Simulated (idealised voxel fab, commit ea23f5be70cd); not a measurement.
The process module that follows is named voxel capacitor over wiring.
The figure presents cross-section cut, which has a width of 250 nm and is divided into square cells with an edge length of 5 nm.
A cross-section in this document is a grid of square cells, and it is written down as bands, the top band listed before the ones below it; a band is made up of one or more rows of cells.
First you get the band's top height and its bottom height, in nm, and then the materials it's made of, left to right, with each width in nm. If you see a single material with "edge to edge", that one covers the band edge to edge. "empty" is empty space.
Heights are measured from 0, the level below which the as-received wafer is all one material; the lowest band has no bottom and continues downward, written as in "z 0 and below".
Width: "30 to 40" (first number = top row, second number = bottom row, same change from row to row of cells).
Any step labelled "everything unchanged" changed none of the cells in the cross-section.
Each empty space that has no open way to the top and spans at least 8 cells appears under "Closed void roster" as width x height at distance, the distance counted from the left edge, all in nm.
On each step's line, the part that comes after the settings is the simulator's own comment on the step.
The line of a step may include "overlay nm". On a step with a mask, this value is how far to the right of its planned place the mask lay. A negative value means the mask lay to the left.

-- Set out below are the planned steps of the process
1 RECEIVE | material Si
2 CONFORMAL_DEP | material SiO2 | thk nm 10
3 CONFORMAL_DEP | material SiCN | thk nm 5
4 DIRECTIONAL_DEP | material lowk | thk nm 20
5 PATTERN | tone open | mask id METAL_1 | material resist | width nm 30 | pitch nm 100 | thk nm 15 | overlay nm 0
6 DIRECTIONAL_ETCH | etch materials lowk | depth nm 20
7 DIRECTIONAL_ETCH | etch materials SiCN | depth nm 5
8 STRIP | etch materials resist
9 CONFORMAL_DEP | material TiN | thk nm 5
10 FILL_DEP | material W | thk nm 5
11 CMP | height nm 35
12 CONFORMAL_DEP | material SiCN | thk nm 5
13 DIRECTIONAL_DEP | material lowk | thk nm 10
14 PATTERN | tone open | mask id PLUG_1 | material resist | width nm 15 | thk nm 20 | overlay nm 0
15 DIRECTIONAL_ETCH | etch materials lowk | depth nm 10
16 DIRECTIONAL_ETCH | etch materials SiCN | depth nm 5
17 STRIP | etch materials resist
18 EPI | material Ru | thk nm 10
19 EPI | material Ru | thk nm 5
20 DIRECTIONAL_DEP | material TiN | thk nm 5
21 DIRECTIONAL_DEP | material HfO2 | thk nm 5
22 DIRECTIONAL_DEP | material TiN | thk nm 10
23 DIRECTIONAL_DEP | material aC | thk nm 10
24 PATTERN | tone cover | mask id UPPER_PLATE | material resist | width nm 75 | thk nm 30 | overlay nm 0
25 DIRECTIONAL_ETCH | etch materials aC | depth nm 10
26 STRIP | etch materials resist
27 DIRECTIONAL_ETCH | etch materials TiN | depth nm 10
28 DIRECTIONAL_ETCH | etch materials HfO2 | depth nm 5
29 STRIP | etch materials aC
30 DIRECTIONAL_DEP | material aC | thk nm 15
31 PATTERN | tone cover | mask id LOWER_PLATE | material resist | width nm 85 | thk nm 30 | overlay nm 0
32 DIRECTIONAL_ETCH | etch materials aC | depth nm 15
33 STRIP | etch materials resist
34 DIRECTIONAL_ETCH | etch materials TiN | depth nm 5
35 STRIP | etch materials aC
36 FILL_DEP | material SiO2 | thk nm 15
37 CMP | height nm 80
38 DIRECTIONAL_DEP | material aC | thk nm 10
39 PATTERN | tone open | mask id PLUG_2 | material resist | width nm 15 | thk nm 25 | overlay nm 0
40 DIRECTIONAL_ETCH | etch materials aC | depth nm 10
41 STRIP | etch materials resist
42 DIRECTIONAL_ETCH | etch materials SiO2 | depth nm 10
43 STRIP | etch materials aC
44 CONFORMAL_DEP | material TiN | thk nm 5
45 FILL_DEP | material W | thk nm 5
46 CMP | height nm 80
47 CONFORMAL_DEP | material SiCN | thk nm 5
Be aware that, although all wafers share a common starting state, the width nm at step 14 differs among them, and the plan displays the first wafer's value.

-- Cross-section of the first of several received wafers, showing its state after step 1
  z 0 and below = Si edge to edge
  Closed void roster: none

-- Per-wafer rows below. For each material: cells gained (+) or lost (-) since the wafer was received, as of end of module. Then: closed voids
width nm 15, +15 HfO2, +9 Ru, +135 SiCN, +332 SiO2, +80 TiN, +33 W, +246 lowk, Closed void roster: none
width nm 20, +15 HfO2, +12 Ru, +134 SiCN, +332 SiO2, +80 TiN, +33 W, +244 lowk, Closed void roster: none
width nm 25, +15 HfO2, +15 Ru, +133 SiCN, +332 SiO2, +80 TiN, +33 W, +242 lowk, Closed void roster: none
width nm 30, +15 HfO2, +18 Ru, +132 SiCN, +332 SiO2, +80 TiN, +33 W, +240 lowk, Closed void roster: none
